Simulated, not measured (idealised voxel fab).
Process module under the name voxel capacitor over wiring
The width of the displayed cross-section, cut, is 200 nm; its cells are square, with a size of 5 nm.
Cross-sections here: square-cell grids, written as top-down lists of bands, a band being one or more rows of cells. Heights first: top, then bottom, in nm. Then materials, left to right, each with a width in nm. "throughout" on a single material: fills the band edge to edge. "empty": empty space. We count height from 0. Below that, the starting wafer is all one material. The lowest band never ends at the bottom but goes on down; see "from 0 down" for how that is written. Per-row width for "30->40": begins at first number (top row of band), ends at second number (bottom row), increment between rows held constant. "changes: none" means the step left every cell of the cross-section as it was. Any empty space of 8 cells or more lacking an open way to the top shows up in "Trapped voids" as width x height at distance, distance from the left edge, in nm. The remark found on a step's line after its settings is issued by the simulator itself and pertains to that step. If you see "overlay nm" on a step's line and that step has a mask, it's telling you how far right of where it was planned the mask ended up; a negative number means it went left instead.
PLANNED PROCESS STEPS
1) op RECEIVE | material Si
2) op CONFORMAL_DEP | material SiO2 | thk nm 15
3) op DIRECTIONAL_DEP | material TiN | thk nm 5
4) op DIRECTIONAL_DEP | material W | thk nm 20
5) op PATTERN | tone cover | mask id METAL_1 | material resist | width nm 20 | pitch nm 80 | thk nm 15 | overlay nm 0
6) op DIRECTIONAL_ETCH | etch materials W | depth nm 20
7) op DIRECTIONAL_ETCH | etch materials TiN | depth nm 5
8) op STRIP | etch materials resist
9) op CONFORMAL_DEP | material SiN | thk nm 5
10) op FILL_DEP | material lowk | thk nm 10
11) op CMP | height nm 40
12) op CONFORMAL_DEP | material SiCN | thk nm 5
13) op DIRECTIONAL_DEP | material SiO2 | thk nm 20
14) op MASKED_ETCH | tone open | mask id PLUG_1 | width nm 15 | etch materials SiO2 | depth nm 20 | overlay nm 0
15) op MASKED_ETCH | tone open | mask id PLUG_1 | width nm 15 | etch materials SiCN | depth nm 5 | overlay nm 0
16) op CONFORMAL_DEP | material TiN | thk nm 5
17) op FILL_DEP | material W | thk nm 10
18) op CMP | height nm 65
19) op DIRECTIONAL_DEP | material TiN | thk nm 5
20) op DIRECTIONAL_DEP | material Al2O3 | thk nm 5
21) op DIRECTIONAL_DEP | material TiN | thk nm 10
22) op MASKED_ETCH | tone cover | mask id UPPER_PLATE | width nm 65 | etch materials TiN | depth nm 10 | overlay nm 0
23) op MASKED_ETCH | tone cover | mask id UPPER_PLATE | width nm 65 | etch materials Al2O3 | depth nm 5 | overlay nm 0
24) op DIRECTIONAL_DEP | material aC | thk nm 15
25) op PATTERN | tone cover | mask id LOWER_PLATE | material resist | width nm 75 | thk nm 35 | overlay nm 0
26) op DIRECTIONAL_ETCH | etch materials aC | depth nm 15
27) op STRIP | etch materials resist
28) op DIRECTIONAL_ETCH | etch materials TiN | depth nm 5
29) op STRIP | etch materials aC
30) op FILL_DEP | material SiO2 | thk nm 15
31) op CMP | height nm 95
32) op MASKED_ETCH | tone open | mask id PLUG_2 | width nm 15 | etch materials SiO2 | depth nm 10 | overlay nm 0
33) op CONFORMAL_DEP | material TiN | thk nm 5
34) op FILL_DEP | material W | thk nm 5
35) op CMP | height nm 95
36) op CONFORMAL_DEP | material SiN | thk nm 5
SO, THE FIRST OF OUR TWO WAFERS, RUN JUST AS WE PLANNED IT
INCOMING WAFER, CROSS-SECTIONAL VIEW, POST STEP 1
- from 0 down | Si throughout
- Trapped voids: none
TAKE A LOOK AT THE WAFER'S CROSS-SECTION AFTER STEP 2
- from 15 to 0 | SiO2 throughout
- Anything lower than 0 is untouched.
TAKE A LOOK AT THE WAFER'S CROSS-SECTION AFTER STEP 3
- from 20 to 15 | TiN throughout
- Anything lower than 15 is untouched.
TAKE A LOOK AT THE WAFER'S CROSS-SECTION AFTER STEP 4
- from 40 to 20 | W throughout
- Anything lower than 20 is untouched.
TAKE A LOOK AT THE WAFER'S CROSS-SECTION AFTER STEP 5
- from 55 to 40 | empty (50), resist (20), empty (60), resist (20), empty (50)
- Anything lower than 40 is untouched.
TAKE A LOOK AT THE WAFER'S CROSS-SECTION AFTER STEP 6
- from 55 to 40 | empty (50), resist (20), empty (60), resist (20), empty (50)
- from 40 to 20 | empty (50), W (20), empty (60), W (20), empty (50)
- Anything lower than 20 is untouched.
TAKE A LOOK AT THE WAFER'S CROSS-SECTION AFTER STEP 7
- from 55 to 40 | empty (50), resist (20), empty (60), resist (20), empty (50)
- from 40 to 20 | empty (50), W (20), empty (60), W (20), empty (50)
- from 20 to 15 | empty (50), TiN (20), empty (60), TiN (20), empty (50)
- Anything lower than 15 is untouched.
TAKE A LOOK AT THE WAFER'S CROSS-SECTION AFTER STEP 8
- from 40 to 20 | empty (50), W (20), empty (60), W (20), empty (50)
- Anything lower than 20 is untouched.
TAKE A LOOK AT THE WAFER'S CROSS-SECTION AFTER STEP 9
- from 45 to 40 | empty (45), SiN (30), empty (50), SiN (30), empty (45)
- from 40 to 20 | empty (45), SiN (5), W (20), SiN (5), empty (50), SiN (5), W (20), SiN (5), empty (45)
- from 20 to 15 | SiN (50), TiN (20), SiN (60), TiN (20), SiN (50)
- Anything lower than 15 is untouched.
TAKE A LOOK AT THE WAFER'S CROSS-SECTION AFTER STEP 10
- from 55 to 45 | lowk throughout
- from 45 to 40 | lowk (45), SiN (30), lowk (50), SiN (30), lowk (45)
- from 40 to 20 | lowk (45), SiN (5), W (20), SiN (5), lowk (50), SiN (5), W (20), SiN (5), lowk (45)
- Anything lower than 20 is untouched.
TAKE A LOOK AT THE WAFER'S CROSS-SECTION AFTER STEP 11
- from 40 to 20 | lowk (45), SiN (5), W (20), SiN (5), lowk (50), SiN (5), W (20), SiN (5), lowk (45)
- Anything lower than 20 is untouched.
TAKE A LOOK AT THE WAFER'S CROSS-SECTION AFTER STEP 12
- from 45 to 40 | SiCN throughout
- Anything lower than 40 is untouched.
TAKE A LOOK AT THE WAFER'S CROSS-SECTION AFTER STEP 13
- from 65 to 45 | SiO2 throughout
- Anything lower than 45 is untouched.
TAKE A LOOK AT THE WAFER'S CROSS-SECTION AFTER STEP 14
- from 65 to 45 | SiO2 (55), empty (15), SiO2 (130)
- Anything lower than 45 is untouched.
TAKE A LOOK AT THE WAFER'S CROSS-SECTION AFTER STEP 15
- from 65 to 45 | SiO2 (55), empty (15), SiO2 (130)
- from 45 to 40 | SiCN (55), empty (15), SiCN (130)
- Anything lower than 40 is untouched.
TAKE A LOOK AT THE WAFER'S CROSS-SECTION AFTER STEP 16
- from 70 to 65 | TiN (60), empty (5), TiN (135)
- from 65 to 45 | SiO2 (55), TiN (5), empty (5), TiN (5), SiO2 (130)
- from 45 to 40 | SiCN (55), TiN (15), SiCN (130)
- Anything lower than 40 is untouched.
TAKE A LOOK AT THE WAFER'S CROSS-SECTION AFTER STEP 17
- from 80 to 70 | W throughout
- from 70 to 65 | TiN (60), W (5), TiN (135)
- from 65 to 45 | SiO2 (55), TiN (5), W (5), TiN (5), SiO2 (130)
- Anything lower than 45 is untouched.
TAKE A LOOK AT THE WAFER'S CROSS-SECTION AFTER STEP 18
- from 65 to 45 | SiO2 (55), TiN (5), W (5), TiN (5), SiO2 (130)
- Anything lower than 45 is untouched.
TAKE A LOOK AT THE WAFER'S CROSS-SECTION AFTER STEP 19
- from 70 to 65 | TiN throughout
- Anything lower than 65 is untouched.
TAKE A LOOK AT THE WAFER'S CROSS-SECTION AFTER STEP 20
- from 75 to 70 | Al2O3 throughout
- Anything lower than 70 is untouched.
TAKE A LOOK AT THE WAFER'S CROSS-SECTION AFTER STEP 21
- from 85 to 75 | TiN throughout
- Anything lower than 75 is untouched.
TAKE A LOOK AT THE WAFER'S CROSS-SECTION AFTER STEP 22
- from 85 to 75 | empty (55), TiN (65), empty (80)
- Anything lower than 75 is untouched.
TAKE A LOOK AT THE WAFER'S CROSS-SECTION AFTER STEP 23
- from 85 to 75 | empty (55), TiN (65), empty (80)
- from 75 to 70 | empty (55), Al2O3 (65), empty (80)
- Anything lower than 70 is untouched.
TAKE A LOOK AT THE WAFER'S CROSS-SECTION AFTER STEP 24
- from 100 to 85 | empty (55), aC (65), empty (80)
- from 85 to 75 | aC (55), TiN (65), aC (80)
- from 75 to 70 | aC (55), Al2O3 (65), aC (80)
- Anything lower than 70 is untouched.
TAKE A LOOK AT THE WAFER'S CROSS-SECTION AFTER STEP 25
- from 135 to 100 | empty (50), resist (75), empty (75)
- from 100 to 85 | empty (50), resist (5), aC (65), resist (5), empty (75)
- Anything lower than 85 is untouched.
TAKE A LOOK AT THE WAFER'S CROSS-SECTION AFTER STEP 26
- from 120 to 100 | empty (50), resist (75), empty (75)
- from 100 to 85 | empty (50), resist (5), aC (65), resist (5), empty (75)
- from 85 to 75 | empty (50), aC (5), TiN (65), aC (5), empty (75)
- from 75 to 70 | empty (50), aC (5), Al2O3 (65), aC (5), empty (75)
- Anything lower than 70 is untouched.
TAKE A LOOK AT THE WAFER'S CROSS-SECTION AFTER STEP 27
- from 100 to 85 | empty (55), aC (65), empty (80)
- Anything lower than 85 is untouched.
TAKE A LOOK AT THE WAFER'S CROSS-SECTION AFTER STEP 28
- from 100 to 85 | empty (55), aC (65), empty (80)
- from 85 to 75 | empty (50), aC (5), TiN (65), aC (5), empty (75)
- from 75 to 70 | empty (50), aC (5), Al2O3 (65), aC (5), empty (75)
- from 70 to 65 | empty (50), TiN (75), empty (75)
- Anything lower than 65 is untouched.
TAKE A LOOK AT THE WAFER'S CROSS-SECTION AFTER STEP 29
- from 85 to 75 | empty (55), TiN (65), empty (80)
- from 75 to 70 | empty (55), Al2O3 (65), empty (80)
- Anything lower than 70 is untouched.
TAKE A LOOK AT THE WAFER'S CROSS-SECTION AFTER STEP 30
- from 100 to 85 | SiO2 throughout
- from 85 to 75 | SiO2 (55), TiN (65), SiO2 (80)
- from 75 to 70 | SiO2 (55), Al2O3 (65), SiO2 (80)
- from 70 to 65 | SiO2 (50), TiN (75), SiO2 (75)
- Anything lower than 65 is untouched.
TAKE A LOOK AT THE WAFER'S CROSS-SECTION AFTER STEP 31
- from 95 to 85 | SiO2 throughout
- Anything lower than 85 is untouched.
TAKE A LOOK AT THE WAFER'S CROSS-SECTION AFTER STEP 32
- from 95 to 85 | SiO2 (65), empty (15), SiO2 (120)
- Anything lower than 85 is untouched.
TAKE A LOOK AT THE WAFER'S CROSS-SECTION AFTER STEP 33
- from 100 to 95 | TiN (70), empty (5), TiN (125)
- from 95 to 90 | SiO2 (65), TiN (5), empty (5), TiN (5), SiO2 (120)
- from 90 to 85 | SiO2 (65), TiN (15), SiO2 (120)
- Anything lower than 85 is untouched.
TAKE A LOOK AT THE WAFER'S CROSS-SECTION AFTER STEP 34
- from 105 to 100 | W throughout
- from 100 to 95 | TiN (70), W (5), TiN (125)
- from 95 to 90 | SiO2 (65), TiN (5), W (5), TiN (5), SiO2 (120)
- Anything lower than 90 is untouched.
TAKE A LOOK AT THE WAFER'S CROSS-SECTION AFTER STEP 35
- from 95 to 90 | SiO2 (65), TiN (5), W (5), TiN (5), SiO2 (120)
- Anything lower than 90 is untouched.
TAKE A LOOK AT THE WAFER'S CROSS-SECTION AFTER STEP 36
- from 100 to 95 | SiN throughout
- Anything lower than 95 is untouched.
OKAY, SECOND WAFER. NOTHING DIFFERENT AT THE START, NOTHING DIFFERENT IN THE PLAN, JUST ONE MISTAKE SOMEWHERE IN THE RUNNING. AS FAR AS STEP 11, COUNTING THAT STEP, IT'S THE FIRST WAFER ALL OVER AGAIN
WHAT THE SECOND WAFER LOOKS LIKE IN CROSS-SECTION WHEN STEP 12 SHOULD HAVE WRAPPED UP
- from 60 to 40 | SiO2 throughout
- Anything lower than 40 is untouched.
WHAT THE SECOND WAFER LOOKS LIKE IN CROSS-SECTION WHEN STEP 13 SHOULD HAVE WRAPPED UP
- from 65 to 60 | SiCN throughout
- Anything lower than 60 is untouched.
What the second wafer looks like in cross-section when step 14 should have wrapped up: changes: none
WHAT THE SECOND WAFER LOOKS LIKE IN CROSS-SECTION WHEN STEP 15 SHOULD HAVE WRAPPED UP
- from 65 to 60 | SiCN (55), empty (15), SiCN (130)
- Anything lower than 60 is untouched.
WHAT THE SECOND WAFER LOOKS LIKE IN CROSS-SECTION WHEN STEP 16 SHOULD HAVE WRAPPED UP
- from 70 to 65 | TiN (60), empty (5), TiN (135)
- from 65 to 60 | SiCN (55), TiN (15), SiCN (130)
- Anything lower than 60 is untouched.
WHAT THE SECOND WAFER LOOKS LIKE IN CROSS-SECTION WHEN STEP 17 SHOULD HAVE WRAPPED UP
- from 80 to 70 | W throughout
- from 70 to 65 | TiN (60), W (5), TiN (135)
- Anything lower than 65 is untouched.
WHAT THE SECOND WAFER LOOKS LIKE IN CROSS-SECTION WHEN STEP 18 SHOULD HAVE WRAPPED UP
- from 65 to 60 | SiCN (55), TiN (15), SiCN (130)
- Anything lower than 60 is untouched.
WHAT THE SECOND WAFER LOOKS LIKE IN CROSS-SECTION WHEN STEP 19 SHOULD HAVE WRAPPED UP
- from 70 to 65 | TiN throughout
- Anything lower than 65 is untouched.
WHAT THE SECOND WAFER LOOKS LIKE IN CROSS-SECTION WHEN STEP 20 SHOULD HAVE WRAPPED UP
- from 75 to 70 | Al2O3 throughout
- Anything lower than 70 is untouched.
WHAT THE SECOND WAFER LOOKS LIKE IN CROSS-SECTION WHEN STEP 21 SHOULD HAVE WRAPPED UP
- from 85 to 75 | TiN throughout
- Anything lower than 75 is untouched.
WHAT THE SECOND WAFER LOOKS LIKE IN CROSS-SECTION WHEN STEP 22 SHOULD HAVE WRAPPED UP
- from 85 to 75 | empty (55), TiN (65), empty (80)
- Anything lower than 75 is untouched.
WHAT THE SECOND WAFER LOOKS LIKE IN CROSS-SECTION WHEN STEP 23 SHOULD HAVE WRAPPED UP
- from 85 to 75 | empty (55), TiN (65), empty (80)
- from 75 to 70 | empty (55), Al2O3 (65), empty (80)
- Anything lower than 70 is untouched.
WHAT THE SECOND WAFER LOOKS LIKE IN CROSS-SECTION WHEN STEP 24 SHOULD HAVE WRAPPED UP
- from 100 to 85 | empty (55), aC (65), empty (80)
- from 85 to 75 | aC (55), TiN (65), aC (80)
- from 75 to 70 | aC (55), Al2O3 (65), aC (80)
- Anything lower than 70 is untouched.
WHAT THE SECOND WAFER LOOKS LIKE IN CROSS-SECTION WHEN STEP 25 SHOULD HAVE WRAPPED UP
- from 135 to 100 | empty (50), resist (75), empty (75)
- from 100 to 85 | empty (50), resist (5), aC (65), resist (5), empty (75)
- Anything lower than 85 is untouched.
WHAT THE SECOND WAFER LOOKS LIKE IN CROSS-SECTION WHEN STEP 26 SHOULD HAVE WRAPPED UP
- from 120 to 100 | empty (50), resist (75), empty (75)
- from 100 to 85 | empty (50), resist (5), aC (65), resist (5), empty (75)
- from 85 to 75 | empty (50), aC (5), TiN (65), aC (5), empty (75)
- from 75 to 70 | empty (50), aC (5), Al2O3 (65), aC (5), empty (75)
- Anything lower than 70 is untouched.
WHAT THE SECOND WAFER LOOKS LIKE IN CROSS-SECTION WHEN STEP 27 SHOULD HAVE WRAPPED UP
- from 100 to 85 | empty (55), aC (65), empty (80)
- Anything lower than 85 is untouched.
WHAT THE SECOND WAFER LOOKS LIKE IN CROSS-SECTION WHEN STEP 28 SHOULD HAVE WRAPPED UP
- from 100 to 85 | empty (55), aC (65), empty (80)
- from 85 to 75 | empty (50), aC (5), TiN (65), aC (5), empty (75)
- from 75 to 70 | empty (50), aC (5), Al2O3 (65), aC (5), empty (75)
- from 70 to 65 | empty (50), TiN (75), empty (75)
- Anything lower than 65 is untouched.
WHAT THE SECOND WAFER LOOKS LIKE IN CROSS-SECTION WHEN STEP 29 SHOULD HAVE WRAPPED UP
- from 85 to 75 | empty (55), TiN (65), empty (80)
- from 75 to 70 | empty (55), Al2O3 (65), empty (80)
- Anything lower than 70 is untouched.
WHAT THE SECOND WAFER LOOKS LIKE IN CROSS-SECTION WHEN STEP 30 SHOULD HAVE WRAPPED UP
- from 100 to 85 | SiO2 throughout
- from 85 to 75 | SiO2 (55), TiN (65), SiO2 (80)
- from 75 to 70 | SiO2 (55), Al2O3 (65), SiO2 (80)
- from 70 to 65 | SiO2 (50), TiN (75), SiO2 (75)
- Anything lower than 65 is untouched.
WHAT THE SECOND WAFER LOOKS LIKE IN CROSS-SECTION WHEN STEP 31 SHOULD HAVE WRAPPED UP
- from 95 to 85 | SiO2 throughout
- Anything lower than 85 is untouched.
WHAT THE SECOND WAFER LOOKS LIKE IN CROSS-SECTION WHEN STEP 32 SHOULD HAVE WRAPPED UP
- from 95 to 85 | SiO2 (65), empty (15), SiO2 (120)
- Anything lower than 85 is untouched.
WHAT THE SECOND WAFER LOOKS LIKE IN CROSS-SECTION WHEN STEP 33 SHOULD HAVE WRAPPED UP
- from 100 to 95 | TiN (70), empty (5), TiN (125)
- from 95 to 90 | SiO2 (65), TiN (5), empty (5), TiN (5), SiO2 (120)
- from 90 to 85 | SiO2 (65), TiN (15), SiO2 (120)
- Anything lower than 85 is untouched.
WHAT THE SECOND WAFER LOOKS LIKE IN CROSS-SECTION WHEN STEP 34 SHOULD HAVE WRAPPED UP
- from 105 to 100 | W throughout
- from 100 to 95 | TiN (70), W (5), TiN (125)
- from 95 to 90 | SiO2 (65), TiN (5), W (5), TiN (5), SiO2 (120)
- Anything lower than 90 is untouched.
WHAT THE SECOND WAFER LOOKS LIKE IN CROSS-SECTION WHEN STEP 35 SHOULD HAVE WRAPPED UP
- from 95 to 90 | SiO2 (65), TiN (5), W (5), TiN (5), SiO2 (120)
- Anything lower than 90 is untouched.
WHAT THE SECOND WAFER LOOKS LIKE IN CROSS-SECTION WHEN STEP 36 SHOULD HAVE WRAPPED UP
- from 100 to 95 | SiN throughout
- Anything lower than 95 is untouched.
What was done differently from what was planned? sequence error: steps 12 and 13 interchanged
Heads up, by the end the second wafer has more or fewer cells of some materials compared to the first: SiO2 +12; TiN -8; W -4
